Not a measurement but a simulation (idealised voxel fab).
The following process module bears the name voxel gate over fins.
Cross-sectional view cut (width: 270 nm; square cell size: 5 nm).
For the purposes of this document, a cross-section shall be understood as a grid of square cells, specified as bands listed in top-to-bottom order, each band consisting of one or more rows of cells.
Basically the band line says how high the top is and how high the bottom is, in nm, and then what's in it from left to right, every material with its width in nm. Empty space shows up as "air", and if a single material carries "all across" it runs the full band edge to edge.
The reference from which all heights are counted is 0, the level beneath which the as-received wafer is entirely one material; the lowest band, having no lower bound, proceeds downward and is written after the example "0 and below".
Per-row width for "30->40": begins at first number (top row of band), ends at second number (bottom row), increment between rows held constant.
Take "stayed the same" at face value: in the step it is given for, the cross-section changed in none of its cells.
Entry "Completely sealed voids". Content: empty spaces with no open connection to the top, size 8 cells or greater. Each: width x height at distance. Distance: from left edge. Unit: nm.
It should be noted that, on the line of a given step, the content following the step's settings is a remark produced by the simulator itself with respect to that step.
"overlay nm" denotes, for a step that has a mask, the displacement of the mask to the right of its planned place, with negative values corresponding to the left.

This section lists the process steps that were planned:
1. RECEIVE,material Si
2. CONFORMAL_DEP,material SiN,thk nm 5
3. PATTERN,tone cover,mask id FINS,material resist,width nm 15,pitch nm 40,thk nm 15,overlay nm 0
4. DIRECTIONAL_ETCH,etch materials SiN,depth nm 5
5. DIRECTIONAL_ETCH,etch materials Si,depth nm 35
6. STRIP,etch materials resist
7. OXIDIZE,depth nm 5
8. FILL_DEP,material SiO2,thk nm 15
9. CMP,height nm 5
10. SELECTIVE_ETCH,etch materials SiO2,depth nm 15
11. STRIP,etch materials SiN
12. CONFORMAL_DEP,material HfO2,thk nm 5
13. CONFORMAL_DEP,material TiN,thk nm 5
14. CONFORMAL_DEP,material TiAl,thk nm 5
15. CONFORMAL_DEP,material TiN,thk nm 5
16. FILL_DEP,material W,thk nm 15
17. CMP,height nm 30
18. CONFORMAL_DEP,material SiN,thk nm 10

Cross-section of the incoming wafer, state after step 1:
  0 and below  Si all across
  Completely sealed voids: none

Run as planned - first of the two wafers cross-sectioned at the end of the module:
  40 down to 30  SiN all across
  30 down to 20  W all across
  20 down to 15  70 W; 125 TiN; 75 W
  15 down to 10  70 W; 5 TiN; 35 TiAl; 5 TiN; 35 TiAl; 5 TiN; 35 TiAl; 5 TiN; 75 W
  10 down to 5  75 TiN; 5 TiAl; 25 TiN; 5 TiAl; 5 TiN; 5 TiAl; 25 TiN; 5 TiAl; 5 TiN; 5 TiAl; 25 TiN; 5 TiAl; 80 TiN
  5 down to 0  80 TiAl; 5 TiN; 15 HfO2; 5 TiN; 15 TiAl; 5 TiN; 15 HfO2; 5 TiN; 15 TiAl; 5 TiN; 15 HfO2; 5 TiN; 85 TiAl
  0 down to -5  85 TiN; 5 HfO2; 5 Si; 5 HfO2; 25 TiN; 5 HfO2; 5 Si; 5 HfO2; 25 TiN; 5 HfO2; 5 Si; 5 HfO2; 90 TiN
  -5 down to -10  90 HfO2; 5 Si; 35 HfO2; 5 Si; 35 HfO2; 5 Si; 95 HfO2
  -10 down to -40  90 SiO2; 5 Si; 35 SiO2; 5 Si; 35 SiO2; 5 Si; 95 SiO2
  -40 and below  Si all across
  Completely sealed voids: none

Cross-section, second wafer: same start as the first, same plan as the first, one mistake in running it; taken at the end of the module:
  40 down to 30  SiN all across
  30 down to 20  W all across
  20 down to 15  TiN all across
  15 down to 10  TiAl all across
  10 down to 5  90 TiN; 5 TiAl; 35 TiN; 5 TiAl; 35 TiN; 5 TiAl; 95 TiN
  5 down to 0  85 HfO2; 5 TiN; 5 TiAl; 5 TiN; 25 HfO2; 5 TiN; 5 TiAl; 5 TiN; 25 HfO2; 5 TiN; 5 TiAl; 5 TiN; 90 HfO2
  0 down to -5  80 Si; 5 HfO2; 15 TiN; 5 HfO2; 15 Si; 5 HfO2; 15 TiN; 5 HfO2; 15 Si; 5 HfO2; 15 TiN; 5 HfO2; 85 Si
  -5 down to -10  80 Si; 25 HfO2; 15 Si; 25 HfO2; 15 Si; 25 HfO2; 85 Si
  -10 down to -40  80 Si; 25 SiO2; 15 Si; 25 SiO2; 15 Si; 25 SiO2; 85 Si
  -40 and below  Si all across
  Completely sealed voids: none
Want to know what went wrong? rather than as planned, step 3 actually ran as PATTERN,tone open,mask id FINS,material resist,width nm 15,pitch nm 40,thk nm 15,overlay nm 0
Final comparison by cell count, materials where the second wafer has more or fewer than the first: Si +288; SiO2 -216; TiAl -6; TiN -8; W -58
